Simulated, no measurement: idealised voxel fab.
This section sets out a process module, namely voxel gate over fins.
Section cut is 245 nm wide and gridded with 5 nm square cells.
In what follows, cross-sections appear as grids of square cells, described through bands that run from the top down, where every band is one or more rows of cells. Look at the band entry: it leads with the top's height and the bottom's height in nm. Then it lists the materials left to right, with a width in nm for each. The word "all across" on a single material says that material fills the band edge to edge. The word "blank" is empty space. Height reference: 0 = level under which incoming wafer is all one material. Lowest band: no bottom, runs on downward, e.g. "0 and below". The width entry "30..40" should be interpreted row by row: the top row of cells in the band takes the first number, the bottom row takes the second number, and the change between adjacent rows is uniform throughout. No cell of the cross-section changed in a step that is given as "nothing different". The entry "Voids lacking openings" lists the empty spaces that cover at least 8 cells and have no open path to the top. Each is written as width x height at distance, where the distance is measured from the left edge and all three values are in nm. That trailing text on a step's line, after the settings, is the simulator's own remark on the step. overlay nm: how far to the right of its planned place the mask lay on this masked step (negative: to the left). Read the rest as pairs. Take the cross-section before one process step, then the cross-section after it, which shows only down to the lowest band that changed. Under the pair, find the step between them and its settings. Bear in mind that pairs may come from different runs of this module on the same starting wafer: link a pair to the pair above it only where its entry headed "Snapshot before" says to.

Snapshot before
    0 and below  Si all across
    Voids lacking openings: none

Post-Step Section View
    10 down to 0  SiN all across
    Heights below 0 show no change.
    Voids lacking openings: none
The cross-sections above show the structure before and after this step: CONFORMAL_DEP [material SiN] [thk nm 10]

Snapshot before: as shown after the step in the preceding pair, directly above.

Post-Step Section View
    25 down to 10  blank 65; resist 15; blank 35; resist 15; blank 35; resist 15; blank 65
    Heights below 10 show no change.
    Voids lacking openings: none
The cross-sections above show the structure before and after this step: PATTERN [tone cover] [mask id FINS] [material resist] [width nm 15] [pitch nm 50] [thk nm 15] [overlay nm 0]

Snapshot before: as shown after the step in the preceding pair, directly above.

Post-Step Section View
    25 down to 10  blank 65; resist 15; blank 35; resist 15; blank 35; resist 15; blank 65
    10 down to 0  blank 65; SiN 15; blank 35; SiN 15; blank 35; SiN 15; blank 65
    Heights below 0 show no change.
    Voids lacking openings: none
The cross-sections above show the structure before and after this step: DIRECTIONAL_ETCH [etch materials SiN] [depth nm 10]

Snapshot before: as shown after the step in the preceding pair, directly above.

Post-Step Section View
    25 down to 10  blank 65; resist 15; blank 35; resist 15; blank 35; resist 15; blank 65
    10 down to 0  blank 65; SiN 15; blank 35; SiN 15; blank 35; SiN 15; blank 65
    0 down to -40  blank 65; Si 15; blank 35; Si 15; blank 35; Si 15; blank 65
    Heights below -40 show no change.
    Voids lacking openings: none
The cross-sections above show the structure before and after this step: DIRECTIONAL_ETCH [etch materials Si] [depth nm 40]

Snapshot before: as shown after the step in the preceding pair, directly above.

Post-Step Section View
    10 down to 0  blank 65; SiN 15; blank 35; SiN 15; blank 35; SiN 15; blank 65
    Heights below 0 show no change.
    Voids lacking openings: none
The cross-sections above show the structure before and after this step: STRIP [etch materials resist]

Snapshot before: as shown after the step in the preceding pair, directly above.

Post-Step Section View
    20 down to 10  SiO2 all across
    10 down to 0  SiO2 65; SiN 15; SiO2 35; SiN 15; SiO2 35; SiN 15; SiO2 65
    0 down to -40  SiO2 65; Si 15; SiO2 35; Si 15; SiO2 35; Si 15; SiO2 65
    Heights below -40 show no change.
    Voids lacking openings: none
The cross-sections above show the structure before and after this step: FILL_DEP [material SiO2] [thk nm 10]

Snapshot before: as shown after the step in the preceding pair, directly above.

Post-Step Section View
    10 down to 0  SiO2 65; SiN 15; SiO2 35; SiN 15; SiO2 35; SiN 15; SiO2 65
    Heights below 0 show no change.
    Voids lacking openings: none
The cross-sections above show the structure before and after this step: CMP [height nm 10]

Snapshot before: as shown after the step in the preceding pair, directly above.

Post-Step Section View
    25 down to 10  resist 90; blank 15; resist 140
    Heights below 10 show no change.
    Voids lacking openings: none
The cross-sections above show the structure before and after this step: PATTERN [tone open] [mask id RAIL] [material resist] [width nm 15] [thk nm 15] [overlay nm 0]

Snapshot before: as shown after the step in the preceding pair, directly above.

Post-Step Section View
    25 down to 10  resist 90; blank 15; resist 140
    10 down to 0  SiO2 65; SiN 15; SiO2 10; blank 15; SiO2 10; SiN 15; SiO2 35; SiN 15; SiO2 65
    0 down to -35  SiO2 65; Si 15; SiO2 10; blank 15; SiO2 10; Si 15; SiO2 35; Si 15; SiO2 65
    Heights below -35 show no change.
    Voids lacking openings: none
The cross-sections above show the structure before and after this step: DIRECTIONAL_ETCH [etch materials SiO2] [depth nm 45]

Snapshot before: as shown after the step in the preceding pair, directly above.

Post-Step Section View
    10 down to 0  SiO2 65; SiN 15; SiO2 10; blank 15; SiO2 10; SiN 15; SiO2 35; SiN 15; SiO2 65
    Heights below 0 show no change.
    Voids lacking openings: none
The cross-sections above show the structure before and after this step: STRIP [etch materials resist]

Snapshot before: as shown after the step in the preceding pair, directly above.

Post-Step Section View
    15 down to 10  TiN 95; blank 5; TiN 145
    10 down to 0  SiO2 65; SiN 15; SiO2 10; TiN 5; blank 5; TiN 5; SiO2 10; SiN 15; SiO2 35; SiN 15; SiO2 65
    0 down to -30  SiO2 65; Si 15; SiO2 10; TiN 5; blank 5; TiN 5; SiO2 10; Si 15; SiO2 35; Si 15; SiO2 65
    -30 down to -35  SiO2 65; Si 15; SiO2 10; TiN 15; SiO2 10; Si 15; SiO2 35; Si 15; SiO2 65
    Heights below -35 show no change.
    Voids lacking openings: none
The cross-sections above show the structure before and after this step: CONFORMAL_DEP [material TiN] [thk nm 5]

Snapshot before: as shown after the step in the preceding pair, directly above.

Post-Step Section View
    25 down to 15  W all across
    15 down to 10  TiN 95; W 5; TiN 145
    10 down to 0  SiO2 65; SiN 15; SiO2 10; TiN 5; W 5; TiN 5; SiO2 10; SiN 15; SiO2 35; SiN 15; SiO2 65
    0 down to -30  SiO2 65; Si 15; SiO2 10; TiN 5; W 5; TiN 5; SiO2 10; Si 15; SiO2 35; Si 15; SiO2 65
    Heights below -30 show no change.
    Voids lacking openings: none
The cross-sections above show the structure before and after this step: FILL_DEP [material W] [thk nm 10]

Snapshot before: as shown after the step in the preceding pair, directly above.

Post-Step Section View
    10 down to 0  SiO2 65; SiN 15; SiO2 10; TiN 5; W 5; TiN 5; SiO2 10; SiN 15; SiO2 35; SiN 15; SiO2 65
    Heights below 0 show no change.
    Voids lacking openings: none
The cross-sections above show the structure before and after this step: CMP [height nm 10]

Snapshot before: as shown after the step in the preceding pair, directly above.

Post-Step Section View
    10 down to 0  SiO2 65; SiN 15; SiO2 10; blank 15; SiO2 10; SiN 15; SiO2 35; SiN 15; SiO2 65
    0 down to -20  SiO2 65; Si 15; SiO2 10; blank 15; SiO2 10; Si 15; SiO2 35; Si 15; SiO2 65
    Heights below -20 show no change.
    Voids lacking openings: none
The cross-sections above show the structure before and after this step: SELECTIVE_ETCH [etch materials W Ru TiN] [depth nm 30]

Snapshot before: as shown after the step in the preceding pair, directly above.

Post-Step Section View
    15 down to 10  SiO2 all across
    10 down to 0  SiO2 65; SiN 15; SiO2 35; SiN 15; SiO2 35; SiN 15; SiO2 65
    0 down to -20  SiO2 65; Si 15; SiO2 35; Si 15; SiO2 35; Si 15; SiO2 65
    Heights below -20 show no change.
    Voids lacking openings: none
The cross-sections above show the structure before and after this step: FILL_DEP [material SiO2] [thk nm 5]

Snapshot before: as shown after the step in the preceding pair, directly above.

Post-Step Section View
    10 down to 0  SiO2 65; SiN 15; SiO2 35; SiN 15; SiO2 35; SiN 15; SiO2 65
    Heights below 0 show no change.
    Voids lacking openings: none
The cross-sections above show the structure before and after this step: CMP [height nm 10]

Snapshot before: as shown after the step in the preceding pair, directly above.

Post-Step Section View
    10 down to 0  blank 65; SiN 15; blank 35; SiN 15; blank 35; SiN 15; blank 65
    0 down to -10  blank 65; Si 15; blank 35; Si 15; blank 35; Si 15; blank 65
    Heights below -10 show no change.
    Voids lacking openings: none
The cross-sections above show the structure before and after this step: SELECTIVE_ETCH [etch materials SiO2] [depth nm 20]

Snapshot before: as shown after the step in the preceding pair, directly above.

Post-Step Section View
    0 down to -10  blank 65; Si 15; blank 35; Si 15; blank 35; Si 15; blank 65
    Heights below -10 show no change.
    Voids lacking openings: none
The cross-sections above show the structure before and after this step: STRIP [etch materials SiN]

Snapshot before: as shown after the step in the preceding pair, directly above.

Post-Step Section View
    5 down to 0  blank 60; HfO2 25; blank 25; HfO2 25; blank 25; HfO2 25; blank 60
    0 down to -5  blank 60; HfO2 5; Si 15; HfO2 5; blank 25; HfO2 5; Si 15; HfO2 5; blank 25; HfO2 5; Si 15; HfO2 5; blank 60
    -5 down to -10  HfO2 65; Si 15; HfO2 35; Si 15; HfO2 35; Si 15; HfO2 65
    Heights below -10 show no change.
    Voids lacking openings: none
The cross-sections above show the structure before and after this step: CONFORMAL_DEP [material HfO2] [thk nm 5]

Snapshot before: as shown after the step in the preceding pair, directly above.

Post-Step Section View
    10 down to 5  blank 55; TiN 35; blank 15; TiN 35; blank 15; TiN 35; blank 55
    5 down to 0  blank 55; TiN 5; HfO2 25; TiN 5; blank 15; TiN 5; HfO2 25; TiN 5; blank 15; TiN 5; HfO2 25; TiN 5; blank 55
    0 down to -5  TiN 60; HfO2 5; Si 15; HfO2 5; TiN 25; HfO2 5; Si 15; HfO2 5; TiN 25; HfO2 5; Si 15; HfO2 5; TiN 60
    Heights below -5 show no change.
    Voids lacking openings: none
The cross-sections above show the structure before and after this step: CONFORMAL_DEP [material TiN] [thk nm 5]

Snapshot before: as shown after the step in the preceding pair, directly above.

Post-Step Section View
    15 down to 10  blank 50; TiAl 45; blank 5; TiAl 45; blank 5; TiAl 45; blank 50
    10 down to 5  blank 50; TiAl 5; TiN 35; TiAl 5; blank 5; TiAl 5; TiN 35; TiAl 5; blank 5; TiAl 5; TiN 35; TiAl 5; blank 50
    5 down to 0  TiAl 55; TiN 5; HfO2 25; TiN 5; TiAl 15; TiN 5; HfO2 25; TiN 5; TiAl 15; TiN 5; HfO2 25; TiN 5; TiAl 55
    Heights below 0 show no change.
    Voids lacking openings: none
The cross-sections above show the structure before and after this step: CONFORMAL_DEP [material TiAl] [thk nm 5]

Snapshot before: as shown after the step in the preceding pair, directly above.

Post-Step Section View
    20 down to 15  blank 45; TiN 155; blank 45
    15 down to 10  blank 45; TiN 5; TiAl 45; TiN 5; TiAl 45; TiN 5; TiAl 45; TiN 5; blank 45
    10 down to 5  TiN 50; TiAl 5; TiN 35; TiAl 5; TiN 5; TiAl 5; TiN 35; TiAl 5; TiN 5; TiAl 5; TiN 35; TiAl 5; TiN 50
    Heights below 5 show no change.
    Voids lacking openings: none
The cross-sections above show the structure before and after this step: CONFORMAL_DEP [material TiN] [thk nm 5]

Snapshot before: as shown after the step in the preceding pair, directly above.

Post-Step Section View
    30 down to 20  W all across
    20 down to 15  W 45; TiN 155; W 45
    15 down to 10  W 45; TiN 5; TiAl 45; TiN 5; TiAl 45; TiN 5; TiAl 45; TiN 5; W 45
    Heights below 10 show no change.
    Voids lacking openings: none
The cross-sections above show the structure before and after this step: FILL_DEP [material W] [thk nm 10]

Snapshot before: as shown after the step in the preceding pair, directly above.

Post-Step Section View
    25 down to 20  W all across
    Heights below 20 show no change.
    Voids lacking openings: none
The cross-sections above show the structure before and after this step: CMP [height nm 25]

Snapshot before: as shown after the step in the preceding pair, directly above.

Post-Step Section View
    35 down to 25  SiN all across
    Heights below 25 show no change.
    Voids lacking openings: none
The cross-sections above show the structure before and after this step: CONFORMAL_DEP [material SiN] [thk nm 10]

Snapshot before
    25 down to 15  W all across
    15 down to 10  TiN 95; W 5; TiN 145
    10 down to 0  SiO2 65; SiN 15; SiO2 10; TiN 5; W 5; TiN 5; SiO2 10; SiN 15; SiO2 35; SiN 15; SiO2 65
    0 down to -30  SiO2 65; Si 15; SiO2 10; TiN 5; W 5; TiN 5; SiO2 10; Si 15; SiO2 35; Si 15; SiO2 65
    -30 down to -35  SiO2 65; Si 15; SiO2 10; TiN 15; SiO2 10; Si 15; SiO2 35; Si 15; SiO2 65
    -35 down to -40  SiO2 65; Si 15; SiO2 35; Si 15; SiO2 35; Si 15; SiO2 65
    -40 and below  Si all across
    Voids lacking openings: none

Post-Step Section View
    10 down to 0  SiO2 65; SiN 15; SiO2 10; blank 15; SiO2 10; SiN 15; SiO2 35; SiN 15; SiO2 65
    0 down to -5  SiO2 65; Si 15; SiO2 10; blank 15; SiO2 10; Si 15; SiO2 35; Si 15; SiO2 65
    Heights below -5 show no change.
    Voids lacking openings: none
The cross-sections above show the structure before and after this step: SELECTIVE_ETCH [etch materials W Ru TiN] [depth nm 30]

Snapshot before: as shown after the step in the preceding pair, directly above.

Post-Step Section View
    15 down to 10  SiO2 all across
    10 down to 0  SiO2 65; SiN 15; SiO2 35; SiN 15; SiO2 35; SiN 15; SiO2 65
    0 down to -5  SiO2 65; Si 15; SiO2 35; Si 15; SiO2 35; Si 15; SiO2 65
    Heights below -5 show no change.
    Voids lacking openings: none
The cross-sections above show the structure before and after this step: FILL_DEP [material SiO2] [thk nm 5]

Snapshot before: as shown after the step in the preceding pair, directly above.

Post-Step Section View
    10 down to 0  SiO2 65; SiN 15; SiO2 35; SiN 15; SiO2 35; SiN 15; SiO2 65
    Heights below 0 show no change.
    Voids lacking openings: none
The cross-sections above show the structure before and after this step: CMP [height nm 10]

Snapshot before: as shown after the step in the preceding pair, directly above.

Post-Step Section View
    10 down to 0  blank 65; SiN 15; blank 35; SiN 15; blank 35; SiN 15; blank 65
    0 down to -5  blank 65; Si 15; blank 35; Si 15; blank 35; Si 15; blank 65
    -5 down to -10  blank 65; Si 15; blank 10; TiN 5; W 5; TiN 5; blank 10; Si 15; blank 35; Si 15; blank 65
    Heights below -10 show no change.
    Voids lacking openings: none
The cross-sections above show the structure before and after this step: SELECTIVE_ETCH [etch materials SiO2] [depth nm 20]

Snapshot before: as shown after the step in the preceding pair, directly above.

Post-Step Section View
    0 down to -5  blank 65; Si 15; blank 35; Si 15; blank 35; Si 15; blank 65
    Heights below -5 show no change.
    Voids lacking openings: none
The cross-sections above show the structure before and after this step: STRIP [etch materials SiN]

Snapshot before: as shown after the step in the preceding pair, directly above.

Post-Step Section View
    5 down to 0  blank 60; HfO2 25; blank 25; HfO2 25; blank 25; HfO2 25; blank 60
    0 down to -5  blank 60; HfO2 5; Si 15; HfO2 35; Si 15; HfO2 5; blank 25; HfO2 5; Si 15; HfO2 5; blank 60
    -5 down to -10  HfO2 65; Si 15; HfO2 10; TiN 5; W 5; TiN 5; HfO2 10; Si 15; HfO2 35; Si 15; HfO2 65
    Heights below -10 show no change.
    Voids lacking openings: none
The cross-sections above show the structure before and after this step: CONFORMAL_DEP [material HfO2] [thk nm 5]

Snapshot before: as shown after the step in the preceding pair, directly above.

Post-Step Section View
    10 down to 5  blank 55; TiN 35; blank 15; TiN 35; blank 15; TiN 35; blank 55
    5 down to 0  blank 55; TiN 5; HfO2 25; TiN 25; HfO2 25; TiN 5; blank 15; TiN 5; HfO2 25; TiN 5; blank 55
    0 down to -5  TiN 60; HfO2 5; Si 15; HfO2 35; Si 15; HfO2 5; TiN 25; HfO2 5; Si 15; HfO2 5; TiN 60
    Heights below -5 show no change.
    Voids lacking openings: none
The cross-sections above show the structure before and after this step: CONFORMAL_DEP [material TiN] [thk nm 5]

Snapshot before: as shown after the step in the preceding pair, directly above.

Post-Step Section View
    15 down to 10  blank 50; TiAl 45; blank 5; TiAl 45; blank 5; TiAl 45; blank 50
    10 down to 5  blank 50; TiAl 5; TiN 35; TiAl 15; TiN 35; TiAl 5; blank 5; TiAl 5; TiN 35; TiAl 5; blank 50
    5 down to 0  TiAl 55; TiN 5; HfO2 25; TiN 25; HfO2 25; TiN 5; TiAl 15; TiN 5; HfO2 25; TiN 5; TiAl 55
    Heights below 0 show no change.
    Voids lacking openings: none
The cross-sections above show the structure before and after this step: CONFORMAL_DEP [material TiAl] [thk nm 5]

Snapshot before: as shown after the step in the preceding pair, directly above.

Post-Step Section View
    20 down to 15  blank 45; TiN 155; blank 45
    15 down to 10  blank 45; TiN 5; TiAl 45; TiN 5; TiAl 45; TiN 5; TiAl 45; TiN 5; blank 45
    10 down to 5  TiN 50; TiAl 5; TiN 35; TiAl 15; TiN 35; TiAl 5; TiN 5; TiAl 5; TiN 35; TiAl 5; TiN 50
    Heights below 5 show no change.
    Voids lacking openings: none
The cross-sections above show the structure before and after this step: CONFORMAL_DEP [material TiN] [thk nm 5]

Snapshot before: as shown after the step in the preceding pair, directly above.

Post-Step Section View
    30 down to 20  W all across
    20 down to 15  W 45; TiN 155; W 45
    15 down to 10  W 45; TiN 5; TiAl 45; TiN 5; TiAl 45; TiN 5; TiAl 45; TiN 5; W 45
    Heights below 10 show no change.
    Voids lacking openings: none
The cross-sections above show the structure before and after this step: FILL_DEP [material W] [thk nm 10]

Snapshot before: as shown after the step in the preceding pair, directly above.

Post-Step Section View
    25 down to 20  W all across
    Heights below 20 show no change.
    Voids lacking openings: none
The cross-sections above show the structure before and after this step: CMP [height nm 25]

Snapshot before: as shown after the step in the preceding pair, directly above.

Post-Step Section View
    35 down to 25  SiN all across
    Heights below 25 show no change.
    Voids lacking openings: none
The cross-sections above show the structure before and after this step: CONFORMAL_DEP [material SiN] [thk nm 10]

Snapshot before
    25 down to 10  blank 65; resist 15; blank 35; resist 15; blank 35; resist 15; blank 65
    10 down to 0  blank 65; SiN 15; blank 35; SiN 15; blank 35; SiN 15; blank 65
    0 down to -40  blank 65; Si 15; blank 35; Si 15; blank 35; Si 15; blank 65
    -40 and below  Si all across
    Voids lacking openings: none

Post-Step Section View
    25 down to 10  blank 65; resist 15; blank 35; resist 15; blank 35; resist 15; blank 65
    10 down to 0  blank 65; SiN 15; blank 35; SiN 15; blank 35; SiN 15; blank 65
    0 down to -80  blank 65; Si 15; blank 35; Si 15; blank 35; Si 15; blank 65
    Heights below -80 show no change.
    Voids lacking openings: none
The cross-sections above show the structure before and after this step: DIRECTIONAL_ETCH [etch materials Si] [depth nm 40]

Snapshot before: as shown after the step in the preceding pair, directly above.

Post-Step Section View
    10 down to 0  blank 65; SiN 15; blank 35; SiN 15; blank 35; SiN 15; blank 65
    Heights below 0 show no change.
    Voids lacking openings: none
The cross-sections above show the structure before and after this step: STRIP [etch materials resist]

Snapshot before: as shown after the step in the preceding pair, directly above.

Post-Step Section View
    20 down to 10  SiO2 all across
    10 down to 0  SiO2 65; SiN 15; SiO2 35; SiN 15; SiO2 35; SiN 15; SiO2 65
    0 down to -80  SiO2 65; Si 15; SiO2 35; Si 15; SiO2 35; Si 15; SiO2 65
    Heights below -80 show no change.
    Voids lacking openings: none
The cross-sections above show the structure before and after this step: FILL_DEP [material SiO2] [thk nm 10]

Snapshot before: as shown after the step in the preceding pair, directly above.

Post-Step Section View
    10 down to 0  SiO2 65; SiN 15; SiO2 35; SiN 15; SiO2 35; SiN 15; SiO2 65
    Heights below 0 show no change.
    Voids lacking openings: none
The cross-sections above show the structure before and after this step: CMP [height nm 10]

Snapshot before: as shown after the step in the preceding pair, directly above.

Post-Step Section View
    25 down to 10  resist 90; blank 15; resist 140
    Heights below 10 show no change.
    Voids lacking openings: none
The cross-sections above show the structure before and after this step: PATTERN [tone open] [mask id RAIL] [material resist] [width nm 15] [thk nm 15] [overlay nm 0]

Snapshot before: as shown after the step in the preceding pair, directly above.

Post-Step Section View
    25 down to 10  resist 90; blank 15; resist 140
    10 down to 0  SiO2 65; SiN 15; SiO2 10; blank 15; SiO2 10; SiN 15; SiO2 35; SiN 15; SiO2 65
    0 down to -35  SiO2 65; Si 15; SiO2 10; blank 15; SiO2 10; Si 15; SiO2 35; Si 15; SiO2 65
    Heights below -35 show no change.
    Voids lacking openings: none
The cross-sections above show the structure before and after this step: DIRECTIONAL_ETCH [etch materials SiO2] [depth nm 45]

Snapshot before: as shown after the step in the preceding pair, directly above.

Post-Step Section View
    10 down to 0  SiO2 65; SiN 15; SiO2 10; blank 15; SiO2 10; SiN 15; SiO2 35; SiN 15; SiO2 65
    Heights below 0 show no change.
    Voids lacking openings: none
The cross-sections above show the structure before and after this step: STRIP [etch materials resist]

Snapshot before: as shown after the step in the preceding pair, directly above.

Post-Step Section View
    15 down to 10  TiN 95; blank 5; TiN 145
    10 down to 0  SiO2 65; SiN 15; SiO2 10; TiN 5; blank 5; TiN 5; SiO2 10; SiN 15; SiO2 35; SiN 15; SiO2 65
    0 down to -30  SiO2 65; Si 15; SiO2 10; TiN 5; blank 5; TiN 5; SiO2 10; Si 15; SiO2 35; Si 15; SiO2 65
    -30 down to -35  SiO2 65; Si 15; SiO2 10; TiN 15; SiO2 10; Si 15; SiO2 35; Si 15; SiO2 65
    Heights below -35 show no change.
    Voids lacking openings: none
The cross-sections above show the structure before and after this step: CONFORMAL_DEP [material TiN] [thk nm 5]

Snapshot before: as shown after the step in the preceding pair, directly above.

Post-Step Section View
    25 down to 15  W all across
    15 down to 10  TiN 95; W 5; TiN 145
    10 down to 0  SiO2 65; SiN 15; SiO2 10; TiN 5; W 5; TiN 5; SiO2 10; SiN 15; SiO2 35; SiN 15; SiO2 65
    0 down to -30  SiO2 65; Si 15; SiO2 10; TiN 5; W 5; TiN 5; SiO2 10; Si 15; SiO2 35; Si 15; SiO2 65
    Heights below -30 show no change.
    Voids lacking openings: none
The cross-sections above show the structure before and after this step: FILL_DEP [material W] [thk nm 10]

Snapshot before: as shown after the step in the preceding pair, directly above.

Post-Step Section View
    10 down to 0  SiO2 65; SiN 15; SiO2 10; TiN 5; W 5; TiN 5; SiO2 10; SiN 15; SiO2 35; SiN 15; SiO2 65
    Heights below 0 show no change.
    Voids lacking openings: none
The cross-sections above show the structure before and after this step: CMP [height nm 10]

Snapshot before: as shown after the step in the preceding pair, directly above.

Post-Step Section View
    10 down to 0  SiO2 65; SiN 15; SiO2 10; blank 15; SiO2 10; SiN 15; SiO2 35; SiN 15; SiO2 65
    0 down to -20  SiO2 65; Si 15; SiO2 10; blank 15; SiO2 10; Si 15; SiO2 35; Si 15; SiO2 65
    Heights below -20 show no change.
    Voids lacking openings: none
The cross-sections above show the structure before and after this step: SELECTIVE_ETCH [etch materials W Ru TiN] [depth nm 30]

Snapshot before: as shown after the step in the preceding pair, directly above.

Post-Step Section View
    15 down to 10  SiO2 all across
    10 down to 0  SiO2 65; SiN 15; SiO2 35; SiN 15; SiO2 35; SiN 15; SiO2 65
    0 down to -20  SiO2 65; Si 15; SiO2 35; Si 15; SiO2 35; Si 15; SiO2 65
    Heights below -20 show no change.
    Voids lacking openings: none
The cross-sections above show the structure before and after this step: FILL_DEP [material SiO2] [thk nm 5]

Snapshot before: as shown after the step in the preceding pair, directly above.

Post-Step Section View
    10 down to 0  SiO2 65; SiN 15; SiO2 35; SiN 15; SiO2 35; SiN 15; SiO2 65
    Heights below 0 show no change.
    Voids lacking openings: none
The cross-sections above show the structure before and after this step: CMP [height nm 10]

Snapshot before: as shown after the step in the preceding pair, directly above.

Post-Step Section View
    10 down to 0  blank 65; SiN 15; blank 35; SiN 15; blank 35; SiN 15; blank 65
    0 down to -10  blank 65; Si 15; blank 35; Si 15; blank 35; Si 15; blank 65
    Heights below -10 show no change.
    Voids lacking openings: none
The cross-sections above show the structure before and after this step: SELECTIVE_ETCH [etch materials SiO2] [depth nm 20]

Snapshot before: as shown after the step in the preceding pair, directly above.

Post-Step Section View
    0 down to -10  blank 65; Si 15; blank 35; Si 15; blank 35; Si 15; blank 65
    Heights below -10 show no change.
    Voids lacking openings: none
The cross-sections above show the structure before and after this step: STRIP [etch materials SiN]

Snapshot before: as shown after the step in the preceding pair, directly above.

Post-Step Section View
    5 down to 0  blank 60; HfO2 25; blank 25; HfO2 25; blank 25; HfO2 25; blank 60
    0 down to -5  blank 60; HfO2 5; Si 15; HfO2 5; blank 25; HfO2 5; Si 15; HfO2 5; blank 25; HfO2 5; Si 15; HfO2 5; blank 60
    -5 down to -10  HfO2 65; Si 15; HfO2 35; Si 15; HfO2 35; Si 15; HfO2 65
    Heights below -10 show no change.
    Voids lacking openings: none
The cross-sections above show the structure before and after this step: CONFORMAL_DEP [material HfO2] [thk nm 5]

Snapshot before: as shown after the step in the preceding pair, directly above.

Post-Step Section View
    10 down to 5  blank 55; TiN 35; blank 15; TiN 35; blank 15; TiN 35; blank 55
    5 down to 0  blank 55; TiN 5; HfO2 25; TiN 5; blank 15; TiN 5; HfO2 25; TiN 5; blank 15; TiN 5; HfO2 25; TiN 5; blank 55
    0 down to -5  TiN 60; HfO2 5; Si 15; HfO2 5; TiN 25; HfO2 5; Si 15; HfO2 5; TiN 25; HfO2 5; Si 15; HfO2 5; TiN 60
    Heights below -5 show no change.
    Voids lacking openings: none
The cross-sections above show the structure before and after this step: CONFORMAL_DEP [material TiN] [thk nm 5]

Snapshot before: as shown after the step in the preceding pair, directly above.

Post-Step Section View
    15 down to 10  blank 50; TiAl 45; blank 5; TiAl 45; blank 5; TiAl 45; blank 50
    10 down to 5  blank 50; TiAl 5; TiN 35; TiAl 5; blank 5; TiAl 5; TiN 35; TiAl 5; blank 5; TiAl 5; TiN 35; TiAl 5; blank 50
    5 down to 0  TiAl 55; TiN 5; HfO2 25; TiN 5; TiAl 15; TiN 5; HfO2 25; TiN 5; TiAl 15; TiN 5; HfO2 25; TiN 5; TiAl 55
    Heights below 0 show no change.
    Voids lacking openings: none
The cross-sections above show the structure before and after this step: CONFORMAL_DEP [material TiAl] [thk nm 5]

Snapshot before: as shown after the step in the preceding pair, directly above.

Post-Step Section View
    20 down to 15  blank 45; TiN 155; blank 45
    15 down to 10  blank 45; TiN 5; TiAl 45; TiN 5; TiAl 45; TiN 5; TiAl 45; TiN 5; blank 45
    10 down to 5  TiN 50; TiAl 5; TiN 35; TiAl 5; TiN 5; TiAl 5; TiN 35; TiAl 5; TiN 5; TiAl 5; TiN 35; TiAl 5; TiN 50
    Heights below 5 show no change.
    Voids lacking openings: none
The cross-sections above show the structure before and after this step: CONFORMAL_DEP [material TiN] [thk nm 5]

Snapshot before: as shown after the step in the preceding pair, directly above.

Post-Step Section View
    30 down to 20  W all across
    20 down to 15  W 45; TiN 155; W 45
    15 down to 10  W 45; TiN 5; TiAl 45; TiN 5; TiAl 45; TiN 5; TiAl 45; TiN 5; W 45
    Heights below 10 show no change.
    Voids lacking openings: none
The cross-sections above show the structure before and after this step: FILL_DEP [material W] [thk nm 10]

Snapshot before: as shown after the step in the preceding pair, directly above.

Post-Step Section View
    25 down to 20  W all across
    Heights below 20 show no change.
    Voids lacking openings: none
The cross-sections above show the structure before and after this step: CMP [height nm 25]

Snapshot before: as shown after the step in the preceding pair, directly above.

Post-Step Section View
    35 down to 25  SiN all across
    Heights below 25 show no change.
    Voids lacking openings: none
The cross-sections above show the structure before and after this step: CONFORMAL_DEP [material SiN] [thk nm 10]

Snapshot before
    0 down to -10  blank 65; Si 15; blank 35; Si 15; blank 35; Si 15; blank 65
    -10 down to -20  SiO2 65; Si 15; SiO2 35; Si 15; SiO2 35; Si 15; SiO2 65
    -20 down to -30  SiO2 65; Si 15; SiO2 10; TiN 5; W 5; TiN 5; SiO2 10; Si 15; SiO2 35; Si 15; SiO2 65
    -30 down to -35  SiO2 65; Si 15; SiO2 10; TiN 15; SiO2 10; Si 15; SiO2 35; Si 15; SiO2 65
    -35 down to -40  SiO2 65; Si 15; SiO2 35; Si 15; SiO2 35; Si 15; SiO2 65
    -40 and below  Si all across
    Voids lacking openings: none

Post-Step Section View
    5 down to 0  blank 60; TiN 25; blank 25; TiN 25; blank 25; TiN 25; blank 60
    0 down to -5  blank 60; TiN 5; Si 15; TiN 5; blank 25; TiN 5; Si 15; TiN 5; blank 25; TiN 5; Si 15; TiN 5; blank 60
    -5 down to -10  TiN 65; Si 15; TiN 35; Si 15; TiN 35; Si 15; TiN 65
    Heights below -10 show no change.
    Voids lacking openings: none
The cross-sections above show the structure before and after this step: CONFORMAL_DEP [material TiN] [thk nm 5]

Snapshot before: as shown after the step in the preceding pair, directly above.

Post-Step Section View
    10 down to 5  blank 55; HfO2 35; blank 15; HfO2 35; blank 15; HfO2 35; blank 55
    5 down to 0  blank 55; HfO2 5; TiN 25; HfO2 5; blank 15; HfO2 5; TiN 25; HfO2 5; blank 15; HfO2 5; TiN 25; HfO2 5; blank 55
    0 down to -5  HfO2 60; TiN 5; Si 15; TiN 5; HfO2 25; TiN 5; Si 15; TiN 5; HfO2 25; TiN 5; Si 15; TiN 5; HfO2 60
    Heights below -5 show no change.
    Voids lacking openings: none
The cross-sections above show the structure before and after this step: CONFORMAL_DEP [material HfO2] [thk nm 5]

Snapshot before: as shown after the step in the preceding pair, directly above.

Post-Step Section View
    15 down to 10  blank 50; TiAl 45; blank 5; TiAl 45; blank 5; TiAl 45; blank 50
    10 down to 5  blank 50; TiAl 5; HfO2 35; TiAl 5; blank 5; TiAl 5; HfO2 35; TiAl 5; blank 5; TiAl 5; HfO2 35; TiAl 5; blank 50
    5 down to 0  TiAl 55; HfO2 5; TiN 25; HfO2 5; TiAl 15; HfO2 5; TiN 25; HfO2 5; TiAl 15; HfO2 5; TiN 25; HfO2 5; TiAl 55
    Heights below 0 show no change.
    Voids lacking openings: none
The cross-sections above show the structure before and after this step: CONFORMAL_DEP [material TiAl] [thk nm 5]

Snapshot before: as shown after the step in the preceding pair, directly above.

Post-Step Section View
    20 down to 15  blank 45; TiN 155; blank 45
    15 down to 10  blank 45; TiN 5; TiAl 45; TiN 5; TiAl 45; TiN 5; TiAl 45; TiN 5; blank 45
    10 down to 5  TiN 50; TiAl 5; HfO2 35; TiAl 5; TiN 5; TiAl 5; HfO2 35; TiAl 5; TiN 5; TiAl 5; HfO2 35; TiAl 5; TiN 50
    Heights below 5 show no change.
    Voids lacking openings: none
The cross-sections above show the structure before and after this step: CONFORMAL_DEP [material TiN] [thk nm 5]

Snapshot before: as shown after the step in the preceding pair, directly above.

Post-Step Section View
    30 down to 20  W all across
    20 down to 15  W 45; TiN 155; W 45
    15 down to 10  W 45; TiN 5; TiAl 45; TiN 5; TiAl 45; TiN 5; TiAl 45; TiN 5; W 45
    Heights below 10 show no change.
    Voids lacking openings: none
The cross-sections above show the structure before and after this step: FILL_DEP [material W] [thk nm 10]
